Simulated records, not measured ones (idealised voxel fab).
process module | voxel fin reveal
cross-section cut | 285 nm wide | cells 5 nm
A cross-section is a grid of square cells, given in bands from the top down. A band is one or more rows of cells.
Each band's line starts with the height of the band's top and of its bottom, in nm. Then come its materials from left to right, each with its width in nm. One material with "throughout" fills the band from edge to edge. "air" is empty space.
Height 0 is the level under which the wafer as received is all one material. The lowest band goes on downwards, as in "0 down".
A width such as "30 to 40" changes by the same amount from each row of cells to the next, from the band's top row to its bottom row.
"no change" after a step means that no cell of the cross-section changed.
closed voids: empty space of 8 cells or more with no open way to the top, each as width x height at its distance from the left edge, in nm
after a step's settings: what the simulator itself notes on the step
overlay nm, on a step with a mask: how far to the right of its planned place the mask lay; to the left if negative
plan
1 op RECEIVE | material Si
2 op CONFORMAL_DEP | material SiN | thk nm 5
3 op DIRECTIONAL_DEP | material aC | thk nm 10
4 op PATTERN | tone cover | mask id FINS | material resist | width nm 15 | pitch nm 45 | thk nm 30 | overlay nm 0
5 op DIRECTIONAL_ETCH | etch materials aC | depth nm 10
6 op STRIP | etch materials resist
7 op DIRECTIONAL_ETCH | etch materials SiN | depth nm 5
8 op DIRECTIONAL_ETCH | etch materials Si | depth nm 40
9 op STRIP | etch materials aC
10 op FILL_DEP | material SiO2 | thk nm 15
11 op CMP | height nm 5
12 op SELECTIVE_ETCH | etch materials SiO2 | depth nm 20
13 op STRIP | etch materials SiN
14 op CONFORMAL_DEP | material SiO2 | thk nm 5
as received, after step 1
  0 down: Si throughout
  closed voids: none
first wafer at the end, as planned
  5 to 0: air 85 | SiO2 25 | air 20 | SiO2 25 | air 20 | SiO2 25 | air 85
  0 to -10: air 85 | SiO2 5 | Si 15 | SiO2 5 | air 20 | SiO2 5 | Si 15 | SiO2 5 | air 20 | SiO2 5 | Si 15 | SiO2 5 | air 85
  -10 to -40: SiO2 90 | Si 15 | SiO2 30 | Si 15 | SiO2 30 | Si 15 | SiO2 90
  -40 down: Si throughout
  closed voids: none
second wafer at the end: like start, like plan, one mistake
  5 to 0: SiO2 95 | air 5 | SiO2 40 | air 5 | SiO2 40 | air 5 | SiO2 95
  0 to -10: Si 90 | SiO2 5 | air 5 | SiO2 5 | Si 30 | SiO2 5 | air 5 | SiO2 5 | Si 30 | SiO2 5 | air 5 | SiO2 5 | Si 90
  -10 to -40: Si 90 | SiO2 15 | Si 30 | SiO2 15 | Si 30 | SiO2 15 | Si 90
  -40 down: Si throughout
  closed voids: none
what went wrong: step 4 ran as: op PATTERN | tone open | mask id FINS | material resist | width nm 15 | pitch nm 45 | thk nm 30 | overlay nm 0
at the end the second wafer has, in cells: 312 more of Si | 195 fewer of SiO2
